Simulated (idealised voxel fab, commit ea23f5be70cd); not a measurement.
The following process module bears the name voxel fin reveal.
It is cross-section cut that appears here, measuring 165 nm in width, its square cells being 5 nm in size.
Cross-section layout: square cells on a grid; listed as bands, top to bottom; a band spans one or more cell rows. Read a band's entry like this: the first values are the height of its top and the height of its bottom in nm, and what follows is the sequence of materials from left to right, each with its width in nm. Note that "empty" is empty space, and that a single material marked "full width" reaches across the band from edge to edge. We count height from 0. Below that, the starting wafer is all one material. The lowest band never ends at the bottom but goes on down; see "top 0, no bottom" for how that is written. Quick explanation for "30->40": the width changes in equal steps down the rows of cells, from the first number in the band's top row to the second number in its bottom row. For the purposes of this document, the phrase "nothing altered" attached to a step denotes that no cell within the cross-section was modified by that step. Look at "Closed void entries" for the closed voids: empty spaces with no open path to the top, sized 8 cells or up. Each is width x height at distance, distance from the left edge, all nm. Whatever follows a step's settings on its line is a remark the simulator itself makes about that step. You can add "overlay nm" to a step's line. For a step with a mask, it describes how far the mask lay to the right of its planned position, and a negative number describes a lay to the left.
**Steps planned for the process**
1. op RECEIVE | material Si
2. op CONFORMAL_DEP | material SiN | thk nm 10
3. op PATTERN | tone cover | mask id FINS | material resist | width nm 15 | pitch nm 35 | thk nm 20 | overlay nm 0
4. op DIRECTIONAL_ETCH | etch materials SiN | depth nm 10
5. op DIRECTIONAL_ETCH | etch materials Si | depth nm 30
6. op STRIP | etch materials resist
7. op FILL_DEP | material SiO2 | thk nm 10
8. op CMP | height nm 10
9. op SELECTIVE_ETCH | etch materials SiO2 | depth nm 25
10. op STRIP | etch materials SiN
**As received (post step 1): cross-section**
  top 0, no bottom = Si full width
  Closed void entries: none
**Cross-section, first of two wafers, end of module, run as planned**
  top 0, bottom -15 = empty 55 nm | Si 15 nm | empty 20 nm | Si 15 nm | empty 60 nm
  top -15, bottom -30 = SiO2 55 nm | Si 15 nm | SiO2 20 nm | Si 15 nm | SiO2 60 nm
  top -30, no bottom = Si full width
  Closed void entries: none
**Cross-sectional view: second of two wafers, end of module; start and plan identical to the first, one mistake in running**
  top 0, bottom -15 = empty 60 nm | Si 15 nm | empty 20 nm | Si 15 nm | empty 55 nm
  top -15, bottom -30 = SiO2 60 nm | Si 15 nm | SiO2 20 nm | Si 15 nm | SiO2 55 nm
  top -30, no bottom = Si full width
  Closed void entries: none
Want to know what went wrong? step 3 was processed under conditions differing from the plan, specifically as op PATTERN | tone cover | mask id FINS | material resist | width nm 15 | pitch nm 35 | thk nm 20 | overlay nm 5
Tallied in cells, the final second wafer holds each material in the same quantity as the first, although not at the same places.
